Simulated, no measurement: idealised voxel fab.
process module | voxel transistor to metal
cross-section cut | 200 nm wide | cells 5 nm
A cross-section is a grid of square cells, given in bands from the top down. A band is one or more rows of cells.
Each band's line starts with the height of the band's top and of its bottom, in nm. Then come its materials from left to right, each with its width in nm. One material with "throughout" fills the band from edge to edge. "air" is empty space.
Height 0 is the level under which the wafer as received is all one material. The lowest band goes on downwards, as in "0 down".
A width such as "30 to 40" changes by the same amount from each row of cells to the next, from the band's top row to its bottom row.
"no change" after a step means that no cell of the cross-section changed.
closed voids: empty space of 8 cells or more with no open way to the top, each as width x height at its distance from the left edge, in nm
after a step's settings: what the simulator itself notes on the step
overlay nm, on a step with a mask: how far to the right of its planned place the mask lay; to the left if negative
plan
1 op RECEIVE | material Si
2 op CONFORMAL_DEP | material SiO2 | thk nm 5
3 op CONFORMAL_DEP | material SiN | thk nm 15
4 op MASKED_ETCH | tone cover | mask id ACTIVE | width nm 85 | etch materials SiN | depth nm 15 | overlay nm 0
5 op MASKED_ETCH | tone cover | mask id ACTIVE | width nm 85 | etch materials SiO2 | depth nm 5 | overlay nm 0
6 op MASKED_ETCH | tone cover | mask id ACTIVE | width nm 85 | etch materials Si | depth nm 25 | overlay nm 0
7 op OXIDIZE | depth nm 5
8 op FILL_DEP | material SiO2 | thk nm 15
9 op CMP | height nm 20
10 op SELECTIVE_ETCH | etch materials SiO2 | depth nm 10
11 op STRIP | etch materials SiN
12 op SELECTIVE_ETCH | etch materials SiO2 | depth nm 5
13 op OXIDIZE | depth nm 5
14 op DIRECTIONAL_DEP | material polySi | thk nm 30
15 op DIRECTIONAL_DEP | material SiCN | thk nm 15
16 op DIRECTIONAL_DEP | material aC | thk nm 10
17 op PATTERN | tone cover | mask id GATE | material resist | width nm 15 | thk nm 25 | overlay nm 0
18 op DIRECTIONAL_ETCH | etch materials aC | depth nm 10
19 op STRIP | etch materials resist
20 op DIRECTIONAL_ETCH | etch materials SiCN | depth nm 25
21 op DIRECTIONAL_ETCH | etch materials polySi | depth nm 40
22 op STRIP | etch materials aC
23 op CONFORMAL_DEP | material SiO2 | thk nm 5
24 op DIRECTIONAL_ETCH | etch materials SiO2 | depth nm 5
25 op CONFORMAL_DEP | material SiN | thk nm 10
26 op DIRECTIONAL_ETCH | etch materials SiN | depth nm 10
27 op DIRECTIONAL_ETCH | etch materials SiO2 | depth nm 5
28 op DIRECTIONAL_ETCH | etch materials Si | depth nm 15
29 op EPI | material nSi | thk nm 15
30 op FILL_DEP | material SiO2 | thk nm 5
31 op CMP | height nm 45
32 op DIRECTIONAL_DEP | material SiO2 | thk nm 10
33 op DIRECTIONAL_DEP | material aC | thk nm 10
34 op PATTERN | tone open | mask id CONTACT | material resist | width nm 15 | pitch nm 60 | thk nm 30 | overlay nm 0
35 op DIRECTIONAL_ETCH | etch materials aC | depth nm 10
36 op STRIP | etch materials resist
37 op DIRECTIONAL_ETCH | etch materials SiO2 | depth nm 45
38 op STRIP | etch materials aC
39 op CONFORMAL_DEP | material TiN | thk nm 5
40 op FILL_DEP | material W | thk nm 10
41 op CMP | height nm 55
42 op CONFORMAL_DEP | material SiCN | thk nm 5
43 op DIRECTIONAL_DEP | material SiO2 | thk nm 15
44 op PATTERN | tone open | mask id METAL_1 | material resist | width nm 15 | pitch nm 60 | thk nm 15 | overlay nm 0
45 op DIRECTIONAL_ETCH | etch materials SiO2 | depth nm 15
46 op DIRECTIONAL_ETCH | etch materials SiCN | depth nm 5
47 op STRIP | etch materials resist
48 op CONFORMAL_DEP | material TiN | thk nm 5
49 op FILL_DEP | material W | thk nm 10
50 op CMP | height nm 75
51 op CONFORMAL_DEP | material SiCN | thk nm 5
52 op DIRECTIONAL_DEP | material SiO2 | thk nm 25
53 op PATTERN | tone open | mask id METAL_2 | material resist | width nm 15 | pitch nm 60 | thk nm 20 | overlay nm 0
54 op DIRECTIONAL_ETCH | etch materials SiO2 | depth nm 15
55 op STRIP | etch materials resist
56 op PATTERN | tone open | mask id METAL_2_HOLES | material resist | width nm 15 | pitch nm 60 | thk nm 20 | overlay nm 0
57 op DIRECTIONAL_ETCH | etch materials SiO2 | depth nm 10
58 op DIRECTIONAL_ETCH | etch materials SiCN | depth nm 5
59 op STRIP | etch materials resist
60 op CONFORMAL_DEP | material TiN | thk nm 5
61 op FILL_DEP | material Ru | thk nm 5
62 op CMP | height nm 105
63 op CONFORMAL_DEP | material SiCN | thk nm 5
first wafer, as planned
as received, after step 1
  0 down: Si throughout
  closed voids: none
after step 2
  5 to 0: SiO2 throughout
  below 0: unchanged
after step 3
  20 to 5: SiN throughout
  below 5: unchanged
after step 4
  20 to 5: air 55 | SiN 85 | air 60
  below 5: unchanged
after step 5
  20 to 5: air 55 | SiN 85 | air 60
  5 to 0: air 55 | SiO2 85 | air 60
  below 0: unchanged
after step 6
  20 to 5: air 55 | SiN 85 | air 60
  5 to 0: air 55 | SiO2 85 | air 60
  0 to -25: air 55 | Si 85 | air 60
  below -25: unchanged
after step 7
  20 to 5: air 55 | SiN 85 | air 60
  5 to 0: air 55 | SiO2 85 | air 60
  0 to -25: air 55 | SiO2 5 | Si 75 | SiO2 5 | air 60
  -25 to -30: SiO2 60 | Si 75 | SiO2 65
  below -30: unchanged
after step 8
  35 to 20: SiO2 throughout
  20 to 5: SiO2 55 | SiN 85 | SiO2 60
  5 to 0: SiO2 throughout
  0 to -30: SiO2 60 | Si 75 | SiO2 65
  below -30: unchanged
after step 9
  20 to 5: SiO2 55 | SiN 85 | SiO2 60
  below 5: unchanged
after step 10
  20 to 10: air 55 | SiN 85 | air 60
  below 10: unchanged
after step 11
  10 to 5: SiO2 55 | air 85 | SiO2 60
  below 5: unchanged
after step 12
  5 to 0: SiO2 50 | air 95 | SiO2 55
  below 0: unchanged
after step 13
  5 to 0: SiO2 50 | air 95 | SiO2 55
  0 to -5: SiO2 throughout
  below -5: unchanged
after step 14
  35 to 30: polySi 50 | air 95 | polySi 55
  30 to 5: polySi throughout
  5 to 0: SiO2 50 | polySi 95 | SiO2 55
  below 0: unchanged
after step 15
  50 to 45: SiCN 50 | air 95 | SiCN 55
  45 to 35: SiCN throughout
  35 to 30: polySi 50 | SiCN 95 | polySi 55
  below 30: unchanged
after step 16
  60 to 55: aC 50 | air 95 | aC 55
  55 to 50: aC throughout
  50 to 45: SiCN 50 | aC 95 | SiCN 55
  below 45: unchanged
after step 17
  85 to 60: air 90 | resist 15 | air 95
  60 to 55: aC 50 | air 40 | resist 15 | air 40 | aC 55
  below 55: unchanged
after step 18
  75 to 55: air 90 | resist 15 | air 95
  55 to 50: air 90 | aC 15 | air 95
  50 to 45: SiCN 50 | air 40 | aC 15 | air 40 | SiCN 55
  below 45: unchanged
after step 19
  55 to 50: air 90 | aC 15 | air 95
  below 50: unchanged
after step 20
  55 to 45: air 90 | aC 15 | air 95
  45 to 35: air 90 | SiCN 15 | air 95
  35 to 30: polySi 50 | air 40 | SiCN 15 | air 40 | polySi 55
  below 30: unchanged
after step 21
  55 to 45: air 90 | aC 15 | air 95
  45 to 30: air 90 | SiCN 15 | air 95
  30 to 5: air 90 | polySi 15 | air 95
  5 to 0: SiO2 50 | air 40 | polySi 15 | air 40 | SiO2 55
  below 0: unchanged
after step 22
  45 to 30: air 90 | SiCN 15 | air 95
  below 30: unchanged
after step 23
  50 to 45: air 85 | SiO2 25 | air 90
  45 to 30: air 85 | SiO2 5 | SiCN 15 | SiO2 5 | air 90
  30 to 10: air 85 | SiO2 5 | polySi 15 | SiO2 5 | air 90
  10 to 5: SiO2 55 | air 30 | SiO2 5 | polySi 15 | SiO2 5 | air 30 | SiO2 60
  5 to 0: SiO2 90 | polySi 15 | SiO2 95
  below 0: unchanged
after step 24
  45 to 30: air 85 | SiO2 5 | SiCN 15 | SiO2 5 | air 90
  30 to 5: air 85 | SiO2 5 | polySi 15 | SiO2 5 | air 90
  5 to 0: SiO2 55 | air 30 | SiO2 5 | polySi 15 | SiO2 5 | air 30 | SiO2 60
  below 0: unchanged
after step 25
  55 to 45: air 75 | SiN 45 | air 80
  45 to 30: air 75 | SiN 10 | SiO2 5 | SiCN 15 | SiO2 5 | SiN 10 | air 80
  30 to 15: air 75 | SiN 10 | SiO2 5 | polySi 15 | SiO2 5 | SiN 10 | air 80
  15 to 10: SiN 65 | air 10 | SiN 10 | SiO2 5 | polySi 15 | SiO2 5 | SiN 10 | air 10 | SiN 70
  10 to 5: SiN 85 | SiO2 5 | polySi 15 | SiO2 5 | SiN 90
  5 to 0: SiO2 55 | SiN 30 | SiO2 5 | polySi 15 | SiO2 5 | SiN 30 | SiO2 60
  below 0: unchanged
after step 26
  45 to 30: air 75 | SiN 10 | SiO2 5 | SiCN 15 | SiO2 5 | SiN 10 | air 80
  30 to 5: air 75 | SiN 10 | SiO2 5 | polySi 15 | SiO2 5 | SiN 10 | air 80
  5 to 0: SiO2 55 | SiN 10 | air 10 | SiN 10 | SiO2 5 | polySi 15 | SiO2 5 | SiN 10 | air 10 | SiN 10 | SiO2 60
  below 0: unchanged
after step 27
  45 to 40: air 75 | SiN 10 | air 5 | SiCN 15 | air 5 | SiN 10 | air 80
  40 to 30: air 75 | SiN 10 | SiO2 5 | SiCN 15 | SiO2 5 | SiN 10 | air 80
  30 to 5: air 75 | SiN 10 | SiO2 5 | polySi 15 | SiO2 5 | SiN 10 | air 80
  5 to 0: air 55 | SiN 10 | air 10 | SiN 10 | SiO2 5 | polySi 15 | SiO2 5 | SiN 10 | air 10 | SiN 10 | air 60
  0 to -5: SiO2 65 | air 10 | SiO2 45 | air 10 | SiO2 70
  below -5: unchanged
after step 28
  45 to 40: air 75 | SiN 10 | air 5 | SiCN 15 | air 5 | SiN 10 | air 80
  40 to 30: air 75 | SiN 10 | SiO2 5 | SiCN 15 | SiO2 5 | SiN 10 | air 80
  30 to 5: air 75 | SiN 10 | SiO2 5 | polySi 15 | SiO2 5 | SiN 10 | air 80
  5 to 0: air 55 | SiN 10 | air 10 | SiN 10 | SiO2 5 | polySi 15 | SiO2 5 | SiN 10 | air 10 | SiN 10 | air 60
  0 to -5: SiO2 65 | air 10 | SiO2 45 | air 10 | SiO2 70
  -5 to -20: SiO2 60 | Si 5 | air 10 | Si 45 | air 10 | Si 5 | SiO2 65
  below -20: unchanged
after step 29
  45 to 40: air 75 | SiN 10 | air 5 | SiCN 15 | air 5 | SiN 10 | air 80
  40 to 30: air 75 | SiN 10 | SiO2 5 | SiCN 15 | SiO2 5 | SiN 10 | air 80
  30 to 10: air 75 | SiN 10 | SiO2 5 | polySi 15 | SiO2 5 | SiN 10 | air 80
  10 to 5: air 60 | nSi 15 | SiN 10 | SiO2 5 | polySi 15 | SiO2 5 | SiN 10 | nSi 15 | air 65
  5 to 0: air 55 | SiN 10 | nSi 10 | SiN 10 | SiO2 5 | polySi 15 | SiO2 5 | SiN 10 | nSi 10 | SiN 10 | air 60
  0 to -5: SiO2 65 | nSi 10 | SiO2 45 | nSi 10 | SiO2 70
  -5 to -20: SiO2 60 | Si 5 | nSi 10 | Si 45 | nSi 10 | Si 5 | SiO2 65
  below -20: unchanged
after step 30
  50 to 45: SiO2 throughout
  45 to 30: SiO2 75 | SiN 10 | SiO2 5 | SiCN 15 | SiO2 5 | SiN 10 | SiO2 80
  30 to 10: SiO2 75 | SiN 10 | SiO2 5 | polySi 15 | SiO2 5 | SiN 10 | SiO2 80
  10 to 5: SiO2 60 | nSi 15 | SiN 10 | SiO2 5 | polySi 15 | SiO2 5 | SiN 10 | nSi 15 | SiO2 65
  5 to 0: SiO2 55 | SiN 10 | nSi 10 | SiN 10 | SiO2 5 | polySi 15 | SiO2 5 | SiN 10 | nSi 10 | SiN 10 | SiO2 60
  below 0: unchanged
after step 31
  45 to 30: SiO2 75 | SiN 10 | SiO2 5 | SiCN 15 | SiO2 5 | SiN 10 | SiO2 80
  below 30: unchanged
after step 32
  55 to 45: SiO2 throughout
  below 45: unchanged
after step 33
  65 to 55: aC throughout
  below 55: unchanged
after step 34
  95 to 65: resist 60 | air 15 | resist 45 | air 15 | resist 65
  below 65: unchanged
after step 35
  85 to 65: resist 60 | air 15 | resist 45 | air 15 | resist 65
  65 to 55: aC 60 | air 15 | aC 45 | air 15 | aC 65
  below 55: unchanged
after step 36
  65 to 55: aC 60 | air 15 | aC 45 | air 15 | aC 65
  below 55: unchanged
after step 37
  65 to 55: aC 60 | air 15 | aC 45 | air 15 | aC 65
  55 to 45: SiO2 60 | air 15 | SiO2 45 | air 15 | SiO2 65
  45 to 30: SiO2 60 | air 15 | SiN 10 | SiO2 5 | SiCN 15 | SiO2 5 | SiN 10 | air 15 | SiO2 65
  30 to 10: SiO2 60 | air 15 | SiN 10 | SiO2 5 | polySi 15 | SiO2 5 | SiN 10 | air 15 | SiO2 65
  below 10: unchanged
after step 38
  55 to 45: SiO2 60 | air 15 | SiO2 45 | air 15 | SiO2 65
  below 45: unchanged
after step 39
  60 to 55: TiN 65 | air 5 | TiN 55 | air 5 | TiN 70
  55 to 45: SiO2 60 | TiN 5 | air 5 | TiN 5 | SiO2 45 | TiN 5 | air 5 | TiN 5 | SiO2 65
  45 to 30: SiO2 60 | TiN 5 | air 5 | TiN 5 | SiN 10 | SiO2 5 | SiCN 15 | SiO2 5 | SiN 10 | TiN 5 | air 5 | TiN 5 | SiO2 65
  30 to 15: SiO2 60 | TiN 5 | air 5 | TiN 5 | SiN 10 | SiO2 5 | polySi 15 | SiO2 5 | SiN 10 | TiN 5 | air 5 | TiN 5 | SiO2 65
  15 to 10: SiO2 60 | TiN 15 | SiN 10 | SiO2 5 | polySi 15 | SiO2 5 | SiN 10 | TiN 15 | SiO2 65
  below 10: unchanged
after step 40
  70 to 60: W throughout
  60 to 55: TiN 65 | W 5 | TiN 55 | W 5 | TiN 70
  55 to 45: SiO2 60 | TiN 5 | W 5 | TiN 5 | SiO2 45 | TiN 5 | W 5 | TiN 5 | SiO2 65
  45 to 30: SiO2 60 | TiN 5 | W 5 | TiN 5 | SiN 10 | SiO2 5 | SiCN 15 | SiO2 5 | SiN 10 | TiN 5 | W 5 | TiN 5 | SiO2 65
  30 to 15: SiO2 60 | TiN 5 | W 5 | TiN 5 | SiN 10 | SiO2 5 | polySi 15 | SiO2 5 | SiN 10 | TiN 5 | W 5 | TiN 5 | SiO2 65
  below 15: unchanged
after step 41
  55 to 45: SiO2 60 | TiN 5 | W 5 | TiN 5 | SiO2 45 | TiN 5 | W 5 | TiN 5 | SiO2 65
  below 45: unchanged
after step 42
  60 to 55: SiCN throughout
  below 55: unchanged
after step 43
  75 to 60: SiO2 throughout
  below 60: unchanged
after step 44
  90 to 75: resist 60 | air 15 | resist 45 | air 15 | resist 65
  below 75: unchanged
after step 45
  90 to 75: resist 60 | air 15 | resist 45 | air 15 | resist 65
  75 to 60: SiO2 60 | air 15 | SiO2 45 | air 15 | SiO2 65
  below 60: unchanged
after step 46
  90 to 75: resist 60 | air 15 | resist 45 | air 15 | resist 65
  75 to 60: SiO2 60 | air 15 | SiO2 45 | air 15 | SiO2 65
  60 to 55: SiCN 60 | air 15 | SiCN 45 | air 15 | SiCN 65
  below 55: unchanged
after step 47
  75 to 60: SiO2 60 | air 15 | SiO2 45 | air 15 | SiO2 65
  below 60: unchanged
after step 48
  80 to 75: TiN 65 | air 5 | TiN 55 | air 5 | TiN 70
  75 to 60: SiO2 60 | TiN 5 | air 5 | TiN 5 | SiO2 45 | TiN 5 | air 5 | TiN 5 | SiO2 65
  60 to 55: SiCN 60 | TiN 15 | SiCN 45 | TiN 15 | SiCN 65
  below 55: unchanged
after step 49
  90 to 80: W throughout
  80 to 75: TiN 65 | W 5 | TiN 55 | W 5 | TiN 70
  75 to 60: SiO2 60 | TiN 5 | W 5 | TiN 5 | SiO2 45 | TiN 5 | W 5 | TiN 5 | SiO2 65
  below 60: unchanged
after step 50
  75 to 60: SiO2 60 | TiN 5 | W 5 | TiN 5 | SiO2 45 | TiN 5 | W 5 | TiN 5 | SiO2 65
  below 60: unchanged
after step 51
  80 to 75: SiCN throughout
  below 75: unchanged
after step 52
  105 to 80: SiO2 throughout
  below 80: unchanged
after step 53
  125 to 105: resist 60 | air 15 | resist 45 | air 15 | resist 65
  below 105: unchanged
after step 54
  125 to 105: resist 60 | air 15 | resist 45 | air 15 | resist 65
  105 to 90: SiO2 60 | air 15 | SiO2 45 | air 15 | SiO2 65
  below 90: unchanged
after step 55
  105 to 90: SiO2 60 | air 15 | SiO2 45 | air 15 | SiO2 65
  below 90: unchanged
after step 56
  125 to 105: resist 60 | air 15 | resist 45 | air 15 | resist 65
  below 105: unchanged
after step 57
  125 to 105: resist 60 | air 15 | resist 45 | air 15 | resist 65
  105 to 80: SiO2 60 | air 15 | SiO2 45 | air 15 | SiO2 65
  below 80: unchanged
after step 58
  125 to 105: resist 60 | air 15 | resist 45 | air 15 | resist 65
  105 to 80: SiO2 60 | air 15 | SiO2 45 | air 15 | SiO2 65
  80 to 75: SiCN 60 | air 15 | SiCN 45 | air 15 | SiCN 65
  below 75: unchanged
after step 59
  105 to 80: SiO2 60 | air 15 | SiO2 45 | air 15 | SiO2 65
  below 80: unchanged
after step 60
  110 to 105: TiN 65 | air 5 | TiN 55 | air 5 | TiN 70
  105 to 80: SiO2 60 | TiN 5 | air 5 | TiN 5 | SiO2 45 | TiN 5 | air 5 | TiN 5 | SiO2 65
  80 to 75: SiCN 60 | TiN 15 | SiCN 45 | TiN 15 | SiCN 65
  below 75: unchanged
after step 61
  115 to 110: Ru throughout
  110 to 105: TiN 65 | Ru 5 | TiN 55 | Ru 5 | TiN 70
  105 to 80: SiO2 60 | TiN 5 | Ru 5 | TiN 5 | SiO2 45 | TiN 5 | Ru 5 | TiN 5 | SiO2 65
  below 80: unchanged
after step 62
  105 to 80: SiO2 60 | TiN 5 | Ru 5 | TiN 5 | SiO2 45 | TiN 5 | Ru 5 | TiN 5 | SiO2 65
  below 80: unchanged
after step 63
  110 to 105: SiCN throughout
  below 105: unchanged
second wafer: like start, like plan, one mistake. Through step 25 it matches the first wafer
when step 26 should have ended
  50 to 45: air 75 | SiN 45 | air 80
  45 to 30: air 75 | SiN 10 | SiO2 5 | SiCN 15 | SiO2 5 | SiN 10 | air 80
  30 to 10: air 75 | SiN 10 | SiO2 5 | polySi 15 | SiO2 5 | SiN 10 | air 80
  10 to 5: SiN 65 | air 10 | SiN 10 | SiO2 5 | polySi 15 | SiO2 5 | SiN 10 | air 10 | SiN 70
  below 5: unchanged
when step 27 should have ended: no change
when step 28 should have ended: no change
when step 29 should have ended: no change
when step 30 should have ended
  55 to 50: SiO2 throughout
  50 to 45: SiO2 75 | SiN 45 | SiO2 80
  45 to 30: SiO2 75 | SiN 10 | SiO2 5 | SiCN 15 | SiO2 5 | SiN 10 | SiO2 80
  30 to 10: SiO2 75 | SiN 10 | SiO2 5 | polySi 15 | SiO2 5 | SiN 10 | SiO2 80
  10 to 5: SiN 65 | SiO2 10 | SiN 10 | SiO2 5 | polySi 15 | SiO2 5 | SiN 10 | SiO2 10 | SiN 70
  below 5: unchanged
when step 31 should have ended
  45 to 30: SiO2 75 | SiN 10 | SiO2 5 | SiCN 15 | SiO2 5 | SiN 10 | SiO2 80
  below 30: unchanged
when step 32 should have ended
  55 to 45: SiO2 throughout
  below 45: unchanged
when step 33 should have ended
  65 to 55: aC throughout
  below 55: unchanged
when step 34 should have ended
  95 to 65: resist 60 | air 15 | resist 45 | air 15 | resist 65
  below 65: unchanged
when step 35 should have ended
  85 to 65: resist 60 | air 15 | resist 45 | air 15 | resist 65
  65 to 55: aC 60 | air 15 | aC 45 | air 15 | aC 65
  below 55: unchanged
when step 36 should have ended
  65 to 55: aC 60 | air 15 | aC 45 | air 15 | aC 65
  below 55: unchanged
when step 37 should have ended
  65 to 55: aC 60 | air 15 | aC 45 | air 15 | aC 65
  55 to 45: SiO2 60 | air 15 | SiO2 45 | air 15 | SiO2 65
  45 to 30: SiO2 60 | air 15 | SiN 10 | SiO2 5 | SiCN 15 | SiO2 5 | SiN 10 | air 15 | SiO2 65
  30 to 10: SiO2 60 | air 15 | SiN 10 | SiO2 5 | polySi 15 | SiO2 5 | SiN 10 | air 15 | SiO2 65
  below 10: unchanged
when step 38 should have ended
  55 to 45: SiO2 60 | air 15 | SiO2 45 | air 15 | SiO2 65
  below 45: unchanged
when step 39 should have ended
  60 to 55: TiN 65 | air 5 | TiN 55 | air 5 | TiN 70
  55 to 45: SiO2 60 | TiN 5 | air 5 | TiN 5 | SiO2 45 | TiN 5 | air 5 | TiN 5 | SiO2 65
  45 to 30: SiO2 60 | TiN 5 | air 5 | TiN 5 | SiN 10 | SiO2 5 | SiCN 15 | SiO2 5 | SiN 10 | TiN 5 | air 5 | TiN 5 | SiO2 65
  30 to 15: SiO2 60 | TiN 5 | air 5 | TiN 5 | SiN 10 | SiO2 5 | polySi 15 | SiO2 5 | SiN 10 | TiN 5 | air 5 | TiN 5 | SiO2 65
  15 to 10: SiO2 60 | TiN 15 | SiN 10 | SiO2 5 | polySi 15 | SiO2 5 | SiN 10 | TiN 15 | SiO2 65
  below 10: unchanged
when step 40 should have ended
  70 to 60: W throughout
  60 to 55: TiN 65 | W 5 | TiN 55 | W 5 | TiN 70
  55 to 45: SiO2 60 | TiN 5 | W 5 | TiN 5 | SiO2 45 | TiN 5 | W 5 | TiN 5 | SiO2 65
  45 to 30: SiO2 60 | TiN 5 | W 5 | TiN 5 | SiN 10 | SiO2 5 | SiCN 15 | SiO2 5 | SiN 10 | TiN 5 | W 5 | TiN 5 | SiO2 65
  30 to 15: SiO2 60 | TiN 5 | W 5 | TiN 5 | SiN 10 | SiO2 5 | polySi 15 | SiO2 5 | SiN 10 | TiN 5 | W 5 | TiN 5 | SiO2 65
  below 15: unchanged
when step 41 should have ended
  55 to 45: SiO2 60 | TiN 5 | W 5 | TiN 5 | SiO2 45 | TiN 5 | W 5 | TiN 5 | SiO2 65
  below 45: unchanged
when step 42 should have ended
  60 to 55: SiCN throughout
  below 55: unchanged
when step 43 should have ended
  75 to 60: SiO2 throughout
  below 60: unchanged
when step 44 should have ended
  90 to 75: resist 60 | air 15 | resist 45 | air 15 | resist 65
  below 75: unchanged
when step 45 should have ended
  90 to 75: resist 60 | air 15 | resist 45 | air 15 | resist 65
  75 to 60: SiO2 60 | air 15 | SiO2 45 | air 15 | SiO2 65
  below 60: unchanged
when step 46 should have ended
  90 to 75: resist 60 | air 15 | resist 45 | air 15 | resist 65
  75 to 60: SiO2 60 | air 15 | SiO2 45 | air 15 | SiO2 65
  60 to 55: SiCN 60 | air 15 | SiCN 45 | air 15 | SiCN 65
  below 55: unchanged
when step 47 should have ended
  75 to 60: SiO2 60 | air 15 | SiO2 45 | air 15 | SiO2 65
  below 60: unchanged
when step 48 should have ended
  80 to 75: TiN 65 | air 5 | TiN 55 | air 5 | TiN 70
  75 to 60: SiO2 60 | TiN 5 | air 5 | TiN 5 | SiO2 45 | TiN 5 | air 5 | TiN 5 | SiO2 65
  60 to 55: SiCN 60 | TiN 15 | SiCN 45 | TiN 15 | SiCN 65
  below 55: unchanged
when step 49 should have ended
  90 to 80: W throughout
  80 to 75: TiN 65 | W 5 | TiN 55 | W 5 | TiN 70
  75 to 60: SiO2 60 | TiN 5 | W 5 | TiN 5 | SiO2 45 | TiN 5 | W 5 | TiN 5 | SiO2 65
  below 60: unchanged
when step 50 should have ended
  75 to 60: SiO2 60 | TiN 5 | W 5 | TiN 5 | SiO2 45 | TiN 5 | W 5 | TiN 5 | SiO2 65
  below 60: unchanged
when step 51 should have ended
  80 to 75: SiCN throughout
  below 75: unchanged
when step 52 should have ended
  105 to 80: SiO2 throughout
  below 80: unchanged
when step 53 should have ended
  125 to 105: resist 60 | air 15 | resist 45 | air 15 | resist 65
  below 105: unchanged
when step 54 should have ended
  125 to 105: resist 60 | air 15 | resist 45 | air 15 | resist 65
  105 to 90: SiO2 60 | air 15 | SiO2 45 | air 15 | SiO2 65
  below 90: unchanged
when step 55 should have ended
  105 to 90: SiO2 60 | air 15 | SiO2 45 | air 15 | SiO2 65
  below 90: unchanged
when step 56 should have ended
  125 to 105: resist 60 | air 15 | resist 45 | air 15 | resist 65
  below 105: unchanged
when step 57 should have ended
  125 to 105: resist 60 | air 15 | resist 45 | air 15 | resist 65
  105 to 80: SiO2 60 | air 15 | SiO2 45 | air 15 | SiO2 65
  below 80: unchanged
when step 58 should have ended
  125 to 105: resist 60 | air 15 | resist 45 | air 15 | resist 65
  105 to 80: SiO2 60 | air 15 | SiO2 45 | air 15 | SiO2 65
  80 to 75: SiCN 60 | air 15 | SiCN 45 | air 15 | SiCN 65
  below 75: unchanged
when step 59 should have ended
  105 to 80: SiO2 60 | air 15 | SiO2 45 | air 15 | SiO2 65
  below 80: unchanged
when step 60 should have ended
  110 to 105: TiN 65 | air 5 | TiN 55 | air 5 | TiN 70
  105 to 80: SiO2 60 | TiN 5 | air 5 | TiN 5 | SiO2 45 | TiN 5 | air 5 | TiN 5 | SiO2 65
  80 to 75: SiCN 60 | TiN 15 | SiCN 45 | TiN 15 | SiCN 65
  below 75: unchanged
when step 61 should have ended
  115 to 110: Ru throughout
  110 to 105: TiN 65 | Ru 5 | TiN 55 | Ru 5 | TiN 70
  105 to 80: SiO2 60 | TiN 5 | Ru 5 | TiN 5 | SiO2 45 | TiN 5 | Ru 5 | TiN 5 | SiO2 65
  below 80: unchanged
when step 62 should have ended
  105 to 80: SiO2 60 | TiN 5 | Ru 5 | TiN 5 | SiO2 45 | TiN 5 | Ru 5 | TiN 5 | SiO2 65
  below 80: unchanged
when step 63 should have ended
  110 to 105: SiCN throughout
  below 105: unchanged
what went wrong: step 26 ran as: op DIRECTIONAL_ETCH | etch materials SiN | depth nm 5
at the end the second wafer has, in cells: 12 more of Si | 31 more of SiN | 17 fewer of SiO2 | 26 fewer of nSi
